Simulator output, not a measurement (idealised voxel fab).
process module | voxel trench capacitor
cross-section cut | 270 nm wide | cells 5 nm
A cross-section is a grid of square cells, given in bands from the top down. A band is one or more rows of cells.
Each band's line starts with the height of the band's top and of its bottom, in nm. Then come its materials from left to right, each with its width in nm. One material with "throughout" fills the band from edge to edge. "air" is empty space.
Height 0 is the level under which the wafer as received is all one material. The lowest band goes on downwards, as in "0 down".
A width such as "30 to 40" changes by the same amount from each row of cells to the next, from the band's top row to its bottom row.
"no change" after a step means that no cell of the cross-section changed.
closed voids: empty space of 8 cells or more with no open way to the top, each as width x height at its distance from the left edge, in nm
after a step's settings: what the simulator itself notes on the step
overlay nm, on a step with a mask: how far to the right of its planned place the mask lay; to the left if negative
plan
1 op RECEIVE | material Si
2 op CONFORMAL_DEP | material SiN | thk nm 10
3 op DIRECTIONAL_DEP | material aC | thk nm 15
4 op PATTERN | tone open | mask id TRENCH | material resist | width nm 25 | pitch nm 40 | thk nm 35 | overlay nm 0
5 op DIRECTIONAL_ETCH | etch materials aC | depth nm 15
6 op STRIP | etch materials resist
7 op DIRECTIONAL_ETCH | etch materials SiN | depth nm 10
8 op DIRECTIONAL_ETCH | etch materials Si | depth nm 30
9 op STRIP | etch materials aC
10 op CONFORMAL_DEP | material HfO2 | thk nm 5
11 op CONFORMAL_DEP | material TiN | thk nm 5
12 op FILL_DEP | material W | thk nm 5
13 op CMP | height nm 10
as received, after step 1
  0 down: Si throughout
  closed voids: none
first wafer at the end, as planned
  10 to 0: SiN 80 | HfO2 5 | TiN 5 | W 5 | TiN 5 | HfO2 5 | SiN 15 | HfO2 5 | TiN 5 | W 5 | TiN 5 | HfO2 5 | SiN 15 | HfO2 5 | TiN 5 | W 5 | TiN 5 | HfO2 5 | SiN 85
  0 to -20: Si 80 | HfO2 5 | TiN 5 | W 5 | TiN 5 | HfO2 5 | Si 15 | HfO2 5 | TiN 5 | W 5 | TiN 5 | HfO2 5 | Si 15 | HfO2 5 | TiN 5 | W 5 | TiN 5 | HfO2 5 | Si 85
  -20 to -25: Si 80 | HfO2 5 | TiN 15 | HfO2 5 | Si 15 | HfO2 5 | TiN 15 | HfO2 5 | Si 15 | HfO2 5 | TiN 15 | HfO2 5 | Si 85
  -25 to -30: Si 80 | HfO2 25 | Si 15 | HfO2 25 | Si 15 | HfO2 25 | Si 85
  -30 down: Si throughout
  closed voids: none
second wafer at the end: like start, like plan, one mistake
  10 to 0: SiN 90 | HfO2 5 | TiN 5 | W 5 | TiN 5 | HfO2 5 | SiN 15 | HfO2 5 | TiN 5 | W 5 | TiN 5 | HfO2 5 | SiN 15 | HfO2 5 | TiN 5 | W 5 | TiN 5 | HfO2 5 | SiN 75
  0 to -20: Si 90 | HfO2 5 | TiN 5 | W 5 | TiN 5 | HfO2 5 | Si 15 | HfO2 5 | TiN 5 | W 5 | TiN 5 | HfO2 5 | Si 15 | HfO2 5 | TiN 5 | W 5 | TiN 5 | HfO2 5 | Si 75
  -20 to -25: Si 90 | HfO2 5 | TiN 15 | HfO2 5 | Si 15 | HfO2 5 | TiN 15 | HfO2 5 | Si 15 | HfO2 5 | TiN 15 | HfO2 5 | Si 75
  -25 to -30: Si 90 | HfO2 25 | Si 15 | HfO2 25 | Si 15 | HfO2 25 | Si 75
  -30 down: Si throughout
  closed voids: none
what went wrong: step 4 ran as: op PATTERN | tone open | mask id TRENCH | material resist | width nm 25 | pitch nm 40 | thk nm 35 | overlay nm 10
at the end the second wafer has, in cells: as many of each material as the first, in other places
